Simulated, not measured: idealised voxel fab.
process module | voxel wiring stack
cross-section cut | 260 nm wide | cells 5 nm
A cross-section is a grid of square cells, given in bands from the top down. A band is one or more rows of cells.
Each band's line starts with the height of the band's top and of its bottom, in nm. Then come its materials from left to right, each with its width in nm. One material with "throughout" fills the band from edge to edge. "air" is empty space.
Height 0 is the level under which the wafer as received is all one material. The lowest band goes on downwards, as in "0 down".
A width such as "30 to 40" changes by the same amount from each row of cells to the next, from the band's top row to its bottom row.
"no change" after a step means that no cell of the cross-section changed.
closed voids: empty space of 8 cells or more with no open way to the top, each as width x height at its distance from the left edge, in nm
after a step's settings: what the simulator itself notes on the step
overlay nm, on a step with a mask: how far to the right of its planned place the mask lay; to the left if negative
Each pair below shows a cross-section before one step and the cross-section after it, down to the lowest band that changed. The line under each pair gives the step between them, with its settings. The pairs can come from different runs of this module on the same starting wafer, so a pair continues from the pair above only where its "before" says so.
before
  0 down: Si throughout
  closed voids: none
after
  15 to 0: SiO2 throughout
  below 0: unchanged
  closed voids: none
the step between: op CONFORMAL_DEP | material SiO2 | thk nm 15
before: the cross-section after the pair above
after
  20 to 15: TiN throughout
  below 15: unchanged
  closed voids: none
the step between: op DIRECTIONAL_DEP | material TiN | thk nm 5
before: the cross-section after the pair above
after
  45 to 20: Ru throughout
  below 20: unchanged
  closed voids: none
the step between: op DIRECTIONAL_DEP | material Ru | thk nm 25
before: the cross-section after the pair above
after
  60 to 45: air 70 | resist 30 | air 15 | resist 30 | air 15 | resist 30 | air 70
  below 45: unchanged
  closed voids: none
the step between: op PATTERN | tone cover | mask id METAL_1 | material resist | width nm 30 | pitch nm 45 | thk nm 15 | overlay nm 0
before: the cross-section after the pair above
after
  60 to 45: air 70 | resist 30 | air 15 | resist 30 | air 15 | resist 30 | air 70
  45 to 20: air 70 | Ru 30 | air 15 | Ru 30 | air 15 | Ru 30 | air 70
  below 20: unchanged
  closed voids: none
the step between: op DIRECTIONAL_ETCH | etch materials Ru | depth nm 25
before: the cross-section after the pair above
after
  60 to 45: air 70 | resist 30 | air 15 | resist 30 | air 15 | resist 30 | air 70
  45 to 20: air 70 | Ru 30 | air 15 | Ru 30 | air 15 | Ru 30 | air 70
  20 to 15: air 70 | TiN 30 | air 15 | TiN 30 | air 15 | TiN 30 | air 70
  below 15: unchanged
  closed voids: none
the step between: op DIRECTIONAL_ETCH | etch materials TiN | depth nm 5
before: the cross-section after the pair above
after
  45 to 20: air 70 | Ru 30 | air 15 | Ru 30 | air 15 | Ru 30 | air 70
  below 20: unchanged
  closed voids: none
the step between: op STRIP | etch materials resist
before: the cross-section after the pair above
after
  50 to 45: air 65 | SiCN 40 | air 5 | SiCN 40 | air 5 | SiCN 40 | air 65
  45 to 20: air 65 | SiCN 5 | Ru 30 | SiCN 5 | air 5 | SiCN 5 | Ru 30 | SiCN 5 | air 5 | SiCN 5 | Ru 30 | SiCN 5 | air 65
  20 to 15: SiCN 70 | TiN 30 | SiCN 15 | TiN 30 | SiCN 15 | TiN 30 | SiCN 70
  below 15: unchanged
  closed voids: none
the step between: op CONFORMAL_DEP | material SiCN | thk nm 5
before: the cross-section after the pair above
after
  55 to 50: SiO2 throughout
  50 to 45: SiO2 65 | SiCN 40 | SiO2 5 | SiCN 40 | SiO2 5 | SiCN 40 | SiO2 65
  45 to 20: SiO2 65 | SiCN 5 | Ru 30 | SiCN 5 | SiO2 5 | SiCN 5 | Ru 30 | SiCN 5 | SiO2 5 | SiCN 5 | Ru 30 | SiCN 5 | SiO2 65
  below 20: unchanged
  closed voids: none
the step between: op FILL_DEP | material SiO2 | thk nm 5
before: the cross-section after the pair above
after
  45 to 20: SiO2 65 | SiCN 5 | Ru 30 | SiCN 5 | SiO2 5 | SiCN 5 | Ru 30 | SiCN 5 | SiO2 5 | SiCN 5 | Ru 30 | SiCN 5 | SiO2 65
  below 20: unchanged
  closed voids: none
the step between: op CMP | height nm 45
before: the cross-section after the pair above
after
  50 to 45: SiCN throughout
  below 45: unchanged
  closed voids: none
the step between: op CONFORMAL_DEP | material SiCN | thk nm 5
before: the cross-section after the pair above
after
  70 to 50: lowk throughout
  below 50: unchanged
  closed voids: none
the step between: op DIRECTIONAL_DEP | material lowk | thk nm 20
before: the cross-section after the pair above
after
  70 to 50: lowk 70 | air 15 | lowk 75 | air 15 | lowk 85
  below 50: unchanged
  closed voids: none
the step between: op MASKED_ETCH | tone open | mask id PLUG_1 | width nm 15 | pitch nm 90 | etch materials lowk | depth nm 20 | overlay nm 0
before: the cross-section after the pair above
after
  70 to 50: lowk 70 | air 15 | lowk 75 | air 15 | lowk 85
  50 to 45: SiCN 70 | air 15 | SiCN 75 | air 15 | SiCN 85
  below 45: unchanged
  closed voids: none
the step between: op MASKED_ETCH | tone open | mask id PLUG_1 | width nm 15 | pitch nm 90 | etch materials SiCN | depth nm 5 | overlay nm 0
before: the cross-section after the pair above
after
  70 to 55: lowk 70 | air 15 | lowk 75 | air 15 | lowk 85
  55 to 50: lowk 70 | Ru 15 | lowk 75 | Ru 15 | lowk 85
  50 to 45: SiCN 70 | Ru 15 | SiCN 75 | Ru 15 | SiCN 85
  below 45: unchanged
  closed voids: none
the step between: op EPI | material Ru | thk nm 10
before: the cross-section after the pair above
after
  70 to 65: lowk 70 | air 15 | lowk 75 | air 15 | lowk 85
  65 to 50: lowk 70 | Ru 15 | lowk 75 | Ru 15 | lowk 85
  below 50: unchanged
  closed voids: none
the step between: op EPI | material Ru | thk nm 10
before: the cross-section after the pair above
after
  70 to 50: lowk 70 | Ru 15 | lowk 75 | Ru 15 | lowk 85
  below 50: unchanged
  closed voids: none
the step between: op EPI | material Ru | thk nm 5
before: the cross-section after the pair above
after
  75 to 70: SiN throughout
  below 70: unchanged
  closed voids: none
the step between: op CONFORMAL_DEP | material SiN | thk nm 5
before: the cross-section after the pair above
after
  100 to 75: SiO2 throughout
  below 75: unchanged
  closed voids: none
the step between: op DIRECTIONAL_DEP | material SiO2 | thk nm 25
before: the cross-section after the pair above
after
  115 to 100: aC throughout
  below 100: unchanged
  closed voids: none
the step between: op DIRECTIONAL_DEP | material aC | thk nm 15
before: the cross-section after the pair above
after
  150 to 115: resist 70 | air 30 | resist 15 | air 30 | resist 15 | air 30 | resist 70
  below 115: unchanged
  closed voids: none
the step between: op PATTERN | tone open | mask id METAL_2 | material resist | width nm 30 | pitch nm 45 | thk nm 35 | overlay nm 0
before: the cross-section after the pair above
after
  135 to 115: resist 70 | air 30 | resist 15 | air 30 | resist 15 | air 30 | resist 70
  115 to 100: aC 70 | air 30 | aC 15 | air 30 | aC 15 | air 30 | aC 70
  below 100: unchanged
  closed voids: none
the step between: op DIRECTIONAL_ETCH | etch materials aC | depth nm 15
before: the cross-section after the pair above
after
  115 to 100: aC 70 | air 30 | aC 15 | air 30 | aC 15 | air 30 | aC 70
  below 100: unchanged
  closed voids: none
the step between: op STRIP | etch materials resist
before: the cross-section after the pair above
after
  115 to 100: aC 70 | air 30 | aC 15 | air 30 | aC 15 | air 30 | aC 70
  100 to 75: SiO2 70 | air 30 | SiO2 15 | air 30 | SiO2 15 | air 30 | SiO2 70
  below 75: unchanged
  closed voids: none
the step between: op DIRECTIONAL_ETCH | etch materials SiO2 | depth nm 25
before: the cross-section after the pair above
after
  115 to 100: aC 70 | air 30 | aC 15 | air 30 | aC 15 | air 30 | aC 70
  100 to 75: SiO2 70 | air 30 | SiO2 15 | air 30 | SiO2 15 | air 30 | SiO2 70
  75 to 70: SiN 70 | air 30 | SiN 15 | air 30 | SiN 15 | air 30 | SiN 70
  below 70: unchanged
  closed voids: none
the step between: op DIRECTIONAL_ETCH | etch materials SiN | depth nm 5
before: the cross-section after the pair above
after
  100 to 75: SiO2 70 | air 30 | SiO2 15 | air 30 | SiO2 15 | air 30 | SiO2 70
  below 75: unchanged
  closed voids: none
the step between: op STRIP | etch materials aC
before: the cross-section after the pair above
after
  105 to 100: TiN 75 | air 20 | TiN 25 | air 20 | TiN 25 | air 20 | TiN 75
  100 to 75: SiO2 70 | TiN 5 | air 20 | TiN 5 | SiO2 15 | TiN 5 | air 20 | TiN 5 | SiO2 15 | TiN 5 | air 20 | TiN 5 | SiO2 70
  75 to 70: SiN 70 | TiN 30 | SiN 15 | TiN 30 | SiN 15 | TiN 30 | SiN 70
  below 70: unchanged
  closed voids: none
the step between: op CONFORMAL_DEP | material TiN | thk nm 5
before: the cross-section after the pair above
after
  115 to 105: Ru throughout
  105 to 100: TiN 75 | Ru 20 | TiN 25 | Ru 20 | TiN 25 | Ru 20 | TiN 75
  100 to 75: SiO2 70 | TiN 5 | Ru 20 | TiN 5 | SiO2 15 | TiN 5 | Ru 20 | TiN 5 | SiO2 15 | TiN 5 | Ru 20 | TiN 5 | SiO2 70
  below 75: unchanged
  closed voids: none
the step between: op FILL_DEP | material Ru | thk nm 10
before: the cross-section after the pair above
after
  100 to 75: SiO2 70 | TiN 5 | Ru 20 | TiN 5 | SiO2 15 | TiN 5 | Ru 20 | TiN 5 | SiO2 15 | TiN 5 | Ru 20 | TiN 5 | SiO2 70
  below 75: unchanged
  closed voids: none
the step between: op CMP | height nm 100
before: the cross-section after the pair above
after
  105 to 100: air 65 | Ru 40 | air 5 | Ru 40 | air 5 | Ru 40 | air 65
  below 100: unchanged
  closed voids: none
the step between: op EPI | material Ru | thk nm 5
before: the cross-section after the pair above
after
  110 to 105: SiCN throughout
  105 to 100: SiCN 65 | Ru 40 | SiCN 5 | Ru 40 | SiCN 5 | Ru 40 | SiCN 65
  below 100: unchanged
  closed voids: none
the step between: op FILL_DEP | material SiCN | thk nm 5
before: the cross-section after the pair above
after
  135 to 110: lowk throughout
  below 110: unchanged
  closed voids: none
the step between: op DIRECTIONAL_DEP | material lowk | thk nm 25
before: the cross-section after the pair above
after
  155 to 135: resist 70 | air 30 | resist 15 | air 30 | resist 15 | air 30 | resist 70
  below 135: unchanged
  closed voids: none
the step between: op PATTERN | tone open | mask id METAL_3 | material resist | width nm 30 | pitch nm 45 | thk nm 20 | overlay nm 0
before: the cross-section after the pair above
after
  155 to 135: resist 70 | air 30 | resist 15 | air 30 | resist 15 | air 30 | resist 70
  135 to 120: lowk 70 | air 30 | lowk 15 | air 30 | lowk 15 | air 30 | lowk 70
  below 120: unchanged
  closed voids: none
the step between: op DIRECTIONAL_ETCH | etch materials lowk | depth nm 15
before: the cross-section after the pair above
after
  135 to 120: lowk 70 | air 30 | lowk 15 | air 30 | lowk 15 | air 30 | lowk 70
  below 120: unchanged
  closed voids: none
the step between: op STRIP | etch materials resist
before: the cross-section after the pair above
after
  150 to 135: aC 70 | air 30 | aC 15 | air 30 | aC 15 | air 30 | aC 70
  135 to 120: lowk 70 | aC 30 | lowk 15 | aC 30 | lowk 15 | aC 30 | lowk 70
  below 120: unchanged
  closed voids: none
the step between: op DIRECTIONAL_DEP | material aC | thk nm 15
before: the cross-section after the pair above
after
  180 to 150: resist 70 | air 15 | resist 30 | air 15 | resist 30 | air 15 | resist 85
  150 to 135: aC 70 | air 15 | resist 15 | aC 15 | air 15 | resist 15 | aC 15 | air 15 | resist 15 | aC 70
  below 135: unchanged
  closed voids: none
the step between: op PATTERN | tone open | mask id METAL_3_HOLES | material resist | width nm 15 | pitch nm 45 | thk nm 30 | overlay nm 0
before: the cross-section after the pair above
after
  165 to 150: resist 70 | air 15 | resist 30 | air 15 | resist 30 | air 15 | resist 85
  150 to 135: aC 70 | air 15 | resist 15 | aC 15 | air 15 | resist 15 | aC 15 | air 15 | resist 15 | aC 70
  135 to 120: lowk 70 | air 15 | aC 15 | lowk 15 | air 15 | aC 15 | lowk 15 | air 15 | aC 15 | lowk 70
  below 120: unchanged
  closed voids: none
the step between: op DIRECTIONAL_ETCH | etch materials aC | depth nm 15
before: the cross-section after the pair above
after
  150 to 135: aC 70 | air 30 | aC 15 | air 30 | aC 15 | air 30 | aC 70
  below 135: unchanged
  closed voids: none
the step between: op STRIP | etch materials resist
before: the cross-section after the pair above
after
  150 to 135: aC 70 | air 30 | aC 15 | air 30 | aC 15 | air 30 | aC 70
  135 to 120: lowk 70 | air 15 | aC 15 | lowk 15 | air 15 | aC 15 | lowk 15 | air 15 | aC 15 | lowk 70
  120 to 110: lowk 70 | air 15 | lowk 30 | air 15 | lowk 30 | air 15 | lowk 85
  below 110: unchanged
  closed voids: none
the step between: op DIRECTIONAL_ETCH | etch materials lowk | depth nm 10
before: the cross-section after the pair above
after
  150 to 135: aC 70 | air 30 | aC 15 | air 30 | aC 15 | air 30 | aC 70
  135 to 120: lowk 70 | air 15 | aC 15 | lowk 15 | air 15 | aC 15 | lowk 15 | air 15 | aC 15 | lowk 70
  120 to 110: lowk 70 | air 15 | lowk 30 | air 15 | lowk 30 | air 15 | lowk 85
  110 to 105: SiCN 70 | air 15 | SiCN 30 | air 15 | SiCN 30 | air 15 | SiCN 85
  below 105: unchanged
  closed voids: none
the step between: op DIRECTIONAL_ETCH | etch materials SiCN | depth nm 5
before: the cross-section after the pair above
after
  135 to 120: lowk 70 | air 30 | lowk 15 | air 30 | lowk 15 | air 30 | lowk 70
  below 120: unchanged
  closed voids: none
the step between: op STRIP | etch materials aC
before: the cross-section after the pair above
after
  140 to 135: TiN 75 | air 20 | TiN 25 | air 20 | TiN 25 | air 20 | TiN 75
  135 to 125: lowk 70 | TiN 5 | air 20 | TiN 5 | lowk 15 | TiN 5 | air 20 | TiN 5 | lowk 15 | TiN 5 | air 20 | TiN 5 | lowk 70
  125 to 120: lowk 70 | TiN 5 | air 5 | TiN 20 | lowk 15 | TiN 5 | air 5 | TiN 20 | lowk 15 | TiN 5 | air 5 | TiN 20 | lowk 70
  120 to 110: lowk 70 | TiN 5 | air 5 | TiN 5 | lowk 30 | TiN 5 | air 5 | TiN 5 | lowk 30 | TiN 5 | air 5 | TiN 5 | lowk 85
  110 to 105: SiCN 70 | TiN 15 | SiCN 30 | TiN 15 | SiCN 30 | TiN 15 | SiCN 85
  below 105: unchanged
  closed voids: none
the step between: op CONFORMAL_DEP | material TiN | thk nm 5
before: the cross-section after the pair above
after
  145 to 140: Cu throughout
  140 to 135: TiN 75 | Cu 20 | TiN 25 | Cu 20 | TiN 25 | Cu 20 | TiN 75
  135 to 125: lowk 70 | TiN 5 | Cu 20 | TiN 5 | lowk 15 | TiN 5 | Cu 20 | TiN 5 | lowk 15 | TiN 5 | Cu 20 | TiN 5 | lowk 70
  125 to 120: lowk 70 | TiN 5 | Cu 5 | TiN 20 | lowk 15 | TiN 5 | Cu 5 | TiN 20 | lowk 15 | TiN 5 | Cu 5 | TiN 20 | lowk 70
  120 to 110: lowk 70 | TiN 5 | Cu 5 | TiN 5 | lowk 30 | TiN 5 | Cu 5 | TiN 5 | lowk 30 | TiN 5 | Cu 5 | TiN 5 | lowk 85
  below 110: unchanged
  closed voids: none
the step between: op FILL_DEP | material Cu | thk nm 5
before: the cross-section after the pair above
after
  135 to 125: lowk 70 | TiN 5 | Cu 20 | TiN 5 | lowk 15 | TiN 5 | Cu 20 | TiN 5 | lowk 15 | TiN 5 | Cu 20 | TiN 5 | lowk 70
  below 125: unchanged
  closed voids: none
the step between: op CMP | height nm 135
before: the cross-section after the pair above
after
  140 to 135: SiN throughout
  below 135: unchanged
  closed voids: none
the step between: op CONFORMAL_DEP | material SiN | thk nm 5
before
  15 to 0: SiO2 throughout
  0 down: Si throughout
  closed voids: none
after
  40 to 15: Ru throughout
  below 15: unchanged
  closed voids: none
the step between: op DIRECTIONAL_DEP | material Ru | thk nm 25
before: the cross-section after the pair above
after
  55 to 40: air 70 | resist 30 | air 15 | resist 30 | air 15 | resist 30 | air 70
  below 40: unchanged
  closed voids: none
the step between: op PATTERN | tone cover | mask id METAL_1 | material resist | width nm 30 | pitch nm 45 | thk nm 15 | overlay nm 0
before: the cross-section after the pair above
after
  55 to 40: air 70 | resist 30 | air 15 | resist 30 | air 15 | resist 30 | air 70
  40 to 15: air 70 | Ru 30 | air 15 | Ru 30 | air 15 | Ru 30 | air 70
  below 15: unchanged
  closed voids: none
the step between: op DIRECTIONAL_ETCH | etch materials Ru | depth nm 25
before: the cross-section after the pair above
after
  40 to 15: air 70 | Ru 30 | air 15 | Ru 30 | air 15 | Ru 30 | air 70
  below 15: unchanged
  closed voids: none
the step between: op STRIP | etch materials resist
before: the cross-section after the pair above
after
  45 to 40: air 65 | SiCN 40 | air 5 | SiCN 40 | air 5 | SiCN 40 | air 65
  40 to 20: air 65 | SiCN 5 | Ru 30 | SiCN 5 | air 5 | SiCN 5 | Ru 30 | SiCN 5 | air 5 | SiCN 5 | Ru 30 | SiCN 5 | air 65
  20 to 15: SiCN 70 | Ru 30 | SiCN 15 | Ru 30 | SiCN 15 | Ru 30 | SiCN 70
  below 15: unchanged
  closed voids: none
the step between: op CONFORMAL_DEP | material SiCN | thk nm 5
before: the cross-section after the pair above
after
  50 to 45: SiO2 throughout
  45 to 40: SiO2 65 | SiCN 40 | SiO2 5 | SiCN 40 | SiO2 5 | SiCN 40 | SiO2 65
  40 to 20: SiO2 65 | SiCN 5 | Ru 30 | SiCN 5 | SiO2 5 | SiCN 5 | Ru 30 | SiCN 5 | SiO2 5 | SiCN 5 | Ru 30 | SiCN 5 | SiO2 65
  below 20: unchanged
  closed voids: none
the step between: op FILL_DEP | material SiO2 | thk nm 5
before: the cross-section after the pair above
after
  45 to 40: SiO2 65 | SiCN 40 | SiO2 5 | SiCN 40 | SiO2 5 | SiCN 40 | SiO2 65
  below 40: unchanged
  closed voids: none
the step between: op CMP | height nm 45
before: the cross-section after the pair above
after
  50 to 45: SiCN throughout
  below 45: unchanged
  closed voids: none
the step between: op CONFORMAL_DEP | material SiCN | thk nm 5
before: the cross-section after the pair above
after
  70 to 50: lowk throughout
  below 50: unchanged
  closed voids: none
the step between: op DIRECTIONAL_DEP | material lowk | thk nm 20
before: the cross-section after the pair above
after
  70 to 50: lowk 70 | air 15 | lowk 75 | air 15 | lowk 85
  below 50: unchanged
  closed voids: none
the step between: op MASKED_ETCH | tone open | mask id PLUG_1 | width nm 15 | pitch nm 90 | etch materials lowk | depth nm 20 | overlay nm 0
before: the cross-section after the pair above
after
  70 to 50: lowk 70 | air 15 | lowk 75 | air 15 | lowk 85
  50 to 45: SiCN 70 | air 15 | SiCN 75 | air 15 | SiCN 85
  below 45: unchanged
  closed voids: none
the step between: op MASKED_ETCH | tone open | mask id PLUG_1 | width nm 15 | pitch nm 90 | etch materials SiCN | depth nm 5 | overlay nm 0
before: the cross-section after the pair above
after
  75 to 70: SiN 75 | air 5 | SiN 85 | air 5 | SiN 90
  70 to 50: lowk 70 | SiN 5 | air 5 | SiN 5 | lowk 75 | SiN 5 | air 5 | SiN 5 | lowk 85
  50 to 45: SiCN 70 | SiN 15 | SiCN 75 | SiN 15 | SiCN 85
  below 45: unchanged
  closed voids: none
the step between: op CONFORMAL_DEP | material SiN | thk nm 5
before: the cross-section after the pair above
after
  100 to 75: SiO2 75 | air 5 | SiO2 85 | air 5 | SiO2 90
  75 to 70: SiN 75 | SiO2 5 | SiN 85 | SiO2 5 | SiN 90
  70 to 50: lowk 70 | SiN 5 | SiO2 5 | SiN 5 | lowk 75 | SiN 5 | SiO2 5 | SiN 5 | lowk 85
  below 50: unchanged
  closed voids: none
the step between: op DIRECTIONAL_DEP | material SiO2 | thk nm 25
before: the cross-section after the pair above
after
  115 to 100: aC 75 | air 5 | aC 85 | air 5 | aC 90
  100 to 90: SiO2 75 | air 5 | SiO2 85 | air 5 | SiO2 90
  90 to 75: SiO2 75 | aC 5 | SiO2 85 | aC 5 | SiO2 90
  below 75: unchanged
  closed voids: none
the step between: op DIRECTIONAL_DEP | material aC | thk nm 15
before: the cross-section after the pair above
after
  150 to 115: resist 70 | air 30 | resist 15 | air 30 | resist 15 | air 30 | resist 70
  below 115: unchanged
  closed voids: none
the step between: op PATTERN | tone open | mask id METAL_2 | material resist | width nm 30 | pitch nm 45 | thk nm 35 | overlay nm 0
before: the cross-section after the pair above
after
  135 to 115: resist 70 | air 30 | resist 15 | air 30 | resist 15 | air 30 | resist 70
  115 to 100: aC 70 | air 30 | aC 15 | air 30 | aC 15 | air 30 | aC 70
  100 to 75: SiO2 75 | air 5 | SiO2 85 | air 5 | SiO2 90
  below 75: unchanged
  closed voids: none
the step between: op DIRECTIONAL_ETCH | etch materials aC | depth nm 15
before: the cross-section after the pair above
after
  115 to 100: aC 70 | air 30 | aC 15 | air 30 | aC 15 | air 30 | aC 70
  below 100: unchanged
  closed voids: none
the step between: op STRIP | etch materials resist
before: the cross-section after the pair above
after
  115 to 100: aC 70 | air 30 | aC 15 | air 30 | aC 15 | air 30 | aC 70
  100 to 75: SiO2 70 | air 30 | SiO2 15 | air 30 | SiO2 15 | air 30 | SiO2 70
  75 to 70: SiN 75 | air 5 | SiN 85 | air 5 | SiN 90
  70 to 50: lowk 70 | SiN 5 | air 5 | SiN 5 | lowk 75 | SiN 5 | air 5 | SiN 5 | lowk 85
  below 50: unchanged
  closed voids: none
the step between: op DIRECTIONAL_ETCH | etch materials SiO2 | depth nm 25
before: the cross-section after the pair above
after
  115 to 100: aC 70 | air 30 | aC 15 | air 30 | aC 15 | air 30 | aC 70
  100 to 75: SiO2 70 | air 30 | SiO2 15 | air 30 | SiO2 15 | air 30 | SiO2 70
  75 to 70: SiN 70 | air 30 | SiN 15 | air 30 | SiN 15 | air 30 | SiN 70
  70 to 50: lowk 70 | SiN 5 | air 5 | SiN 5 | lowk 75 | SiN 5 | air 5 | SiN 5 | lowk 85
  50 to 45: SiCN 70 | SiN 5 | air 5 | SiN 5 | SiCN 75 | SiN 5 | air 5 | SiN 5 | SiCN 85
  below 45: unchanged
  closed voids: none
the step between: op DIRECTIONAL_ETCH | etch materials SiN | depth nm 5
before: the cross-section after the pair above
after
  100 to 75: SiO2 70 | air 30 | SiO2 15 | air 30 | SiO2 15 | air 30 | SiO2 70
  below 75: unchanged
  closed voids: none
the step between: op STRIP | etch materials aC
before: the cross-section after the pair above
after
  105 to 100: TiN 75 | air 20 | TiN 25 | air 20 | TiN 25 | air 20 | TiN 75
  100 to 75: SiO2 70 | TiN 5 | air 20 | TiN 5 | SiO2 15 | TiN 5 | air 20 | TiN 5 | SiO2 15 | TiN 5 | air 20 | TiN 5 | SiO2 70
  75 to 70: SiN 70 | TiN 30 | SiN 15 | TiN 30 | SiN 15 | TiN 30 | SiN 70
  70 to 50: lowk 70 | SiN 5 | TiN 5 | SiN 5 | lowk 75 | SiN 5 | TiN 5 | SiN 5 | lowk 85
  50 to 45: SiCN 70 | SiN 5 | TiN 5 | SiN 5 | SiCN 75 | SiN 5 | TiN 5 | SiN 5 | SiCN 85
  below 45: unchanged
  closed voids: none
the step between: op CONFORMAL_DEP | material TiN | thk nm 5
before: the cross-section after the pair above
after
  115 to 105: Ru throughout
  105 to 100: TiN 75 | Ru 20 | TiN 25 | Ru 20 | TiN 25 | Ru 20 | TiN 75
  100 to 75: SiO2 70 | TiN 5 | Ru 20 | TiN 5 | SiO2 15 | TiN 5 | Ru 20 | TiN 5 | SiO2 15 | TiN 5 | Ru 20 | TiN 5 | SiO2 70
  below 75: unchanged
  closed voids: none
the step between: op FILL_DEP | material Ru | thk nm 10
before: the cross-section after the pair above
after
  100 to 75: SiO2 70 | TiN 5 | Ru 20 | TiN 5 | SiO2 15 | TiN 5 | Ru 20 | TiN 5 | SiO2 15 | TiN 5 | Ru 20 | TiN 5 | SiO2 70
  below 75: unchanged
  closed voids: none
the step between: op CMP | height nm 100
before: the cross-section after the pair above
after
  105 to 100: air 65 | Ru 40 | air 5 | Ru 40 | air 5 | Ru 40 | air 65
  below 100: unchanged
  closed voids: none
the step between: op EPI | material Ru | thk nm 5
before: the cross-section after the pair above
after
  110 to 105: SiCN throughout
  105 to 100: SiCN 65 | Ru 40 | SiCN 5 | Ru 40 | SiCN 5 | Ru 40 | SiCN 65
  below 100: unchanged
  closed voids: none
the step between: op FILL_DEP | material SiCN | thk nm 5
before: the cross-section after the pair above
after
  135 to 110: lowk throughout
  below 110: unchanged
  closed voids: none
the step between: op DIRECTIONAL_DEP | material lowk | thk nm 25
before: the cross-section after the pair above
after
  155 to 135: resist 70 | air 30 | resist 15 | air 30 | resist 15 | air 30 | resist 70
  below 135: unchanged
  closed voids: none
the step between: op PATTERN | tone open | mask id METAL_3 | material resist | width nm 30 | pitch nm 45 | thk nm 20 | overlay nm 0
before: the cross-section after the pair above
after
  155 to 135: resist 70 | air 30 | resist 15 | air 30 | resist 15 | air 30 | resist 70
  135 to 120: lowk 70 | air 30 | lowk 15 | air 30 | lowk 15 | air 30 | lowk 70
  below 120: unchanged
  closed voids: none
the step between: op DIRECTIONAL_ETCH | etch materials lowk | depth nm 15
before: the cross-section after the pair above
after
  135 to 120: lowk 70 | air 30 | lowk 15 | air 30 | lowk 15 | air 30 | lowk 70
  below 120: unchanged
  closed voids: none
the step between: op STRIP | etch materials resist
before: the cross-section after the pair above
after
  150 to 135: aC 70 | air 30 | aC 15 | air 30 | aC 15 | air 30 | aC 70
  135 to 120: lowk 70 | aC 30 | lowk 15 | aC 30 | lowk 15 | aC 30 | lowk 70
  below 120: unchanged
  closed voids: none
the step between: op DIRECTIONAL_DEP | material aC | thk nm 15
before: the cross-section after the pair above
after
  180 to 150: resist 70 | air 15 | resist 30 | air 15 | resist 30 | air 15 | resist 85
  150 to 135: aC 70 | air 15 | resist 15 | aC 15 | air 15 | resist 15 | aC 15 | air 15 | resist 15 | aC 70
  below 135: unchanged
  closed voids: none
the step between: op PATTERN | tone open | mask id METAL_3_HOLES | material resist | width nm 15 | pitch nm 45 | thk nm 30 | overlay nm 0
before: the cross-section after the pair above
after
  165 to 150: resist 70 | air 15 | resist 30 | air 15 | resist 30 | air 15 | resist 85
  150 to 135: aC 70 | air 15 | resist 15 | aC 15 | air 15 | resist 15 | aC 15 | air 15 | resist 15 | aC 70
  135 to 120: lowk 70 | air 15 | aC 15 | lowk 15 | air 15 | aC 15 | lowk 15 | air 15 | aC 15 | lowk 70
  below 120: unchanged
  closed voids: none
the step between: op DIRECTIONAL_ETCH | etch materials aC | depth nm 15
before: the cross-section after the pair above
after
  150 to 135: aC 70 | air 30 | aC 15 | air 30 | aC 15 | air 30 | aC 70
  below 135: unchanged
  closed voids: none
the step between: op STRIP | etch materials resist
before: the cross-section after the pair above
after
  150 to 135: aC 70 | air 30 | aC 15 | air 30 | aC 15 | air 30 | aC 70
  135 to 120: lowk 70 | air 15 | aC 15 | lowk 15 | air 15 | aC 15 | lowk 15 | air 15 | aC 15 | lowk 70
  120 to 110: lowk 70 | air 15 | lowk 30 | air 15 | lowk 30 | air 15 | lowk 85
  below 110: unchanged
  closed voids: none
the step between: op DIRECTIONAL_ETCH | etch materials lowk | depth nm 10
before: the cross-section after the pair above
after
  150 to 135: aC 70 | air 30 | aC 15 | air 30 | aC 15 | air 30 | aC 70
  135 to 120: lowk 70 | air 15 | aC 15 | lowk 15 | air 15 | aC 15 | lowk 15 | air 15 | aC 15 | lowk 70
  120 to 110: lowk 70 | air 15 | lowk 30 | air 15 | lowk 30 | air 15 | lowk 85
  110 to 105: SiCN 70 | air 15 | SiCN 30 | air 15 | SiCN 30 | air 15 | SiCN 85
  below 105: unchanged
  closed voids: none
the step between: op DIRECTIONAL_ETCH | etch materials SiCN | depth nm 5
before: the cross-section after the pair above
after
  135 to 120: lowk 70 | air 30 | lowk 15 | air 30 | lowk 15 | air 30 | lowk 70
  below 120: unchanged
  closed voids: none
the step between: op STRIP | etch materials aC
before: the cross-section after the pair above
after
  140 to 135: TiN 75 | air 20 | TiN 25 | air 20 | TiN 25 | air 20 | TiN 75
  135 to 125: lowk 70 | TiN 5 | air 20 | TiN 5 | lowk 15 | TiN 5 | air 20 | TiN 5 | lowk 15 | TiN 5 | air 20 | TiN 5 | lowk 70
  125 to 120: lowk 70 | TiN 5 | air 5 | TiN 20 | lowk 15 | TiN 5 | air 5 | TiN 20 | lowk 15 | TiN 5 | air 5 | TiN 20 | lowk 70
  120 to 110: lowk 70 | TiN 5 | air 5 | TiN 5 | lowk 30 | TiN 5 | air 5 | TiN 5 | lowk 30 | TiN 5 | air 5 | TiN 5 | lowk 85
  110 to 105: SiCN 70 | TiN 15 | SiCN 30 | TiN 15 | SiCN 30 | TiN 15 | SiCN 85
  below 105: unchanged
  closed voids: none
the step between: op CONFORMAL_DEP | material TiN | thk nm 5
before: the cross-section after the pair above
after
  145 to 140: Cu throughout
  140 to 135: TiN 75 | Cu 20 | TiN 25 | Cu 20 | TiN 25 | Cu 20 | TiN 75
  135 to 125: lowk 70 | TiN 5 | Cu 20 | TiN 5 | lowk 15 | TiN 5 | Cu 20 | TiN 5 | lowk 15 | TiN 5 | Cu 20 | TiN 5 | lowk 70
  125 to 120: lowk 70 | TiN 5 | Cu 5 | TiN 20 | lowk 15 | TiN 5 | Cu 5 | TiN 20 | lowk 15 | TiN 5 | Cu 5 | TiN 20 | lowk 70
  120 to 110: lowk 70 | TiN 5 | Cu 5 | TiN 5 | lowk 30 | TiN 5 | Cu 5 | TiN 5 | lowk 30 | TiN 5 | Cu 5 | TiN 5 | lowk 85
  below 110: unchanged
  closed voids: none
the step between: op FILL_DEP | material Cu | thk nm 5
before: the cross-section after the pair above
after
  135 to 125: lowk 70 | TiN 5 | Cu 20 | TiN 5 | lowk 15 | TiN 5 | Cu 20 | TiN 5 | lowk 15 | TiN 5 | Cu 20 | TiN 5 | lowk 70
  below 125: unchanged
  closed voids: none
the step between: op CMP | height nm 135
before: the cross-section after the pair above
after
  140 to 135: SiN throughout
  below 135: unchanged
  closed voids: none
the step between: op CONFORMAL_DEP | material SiN | thk nm 5
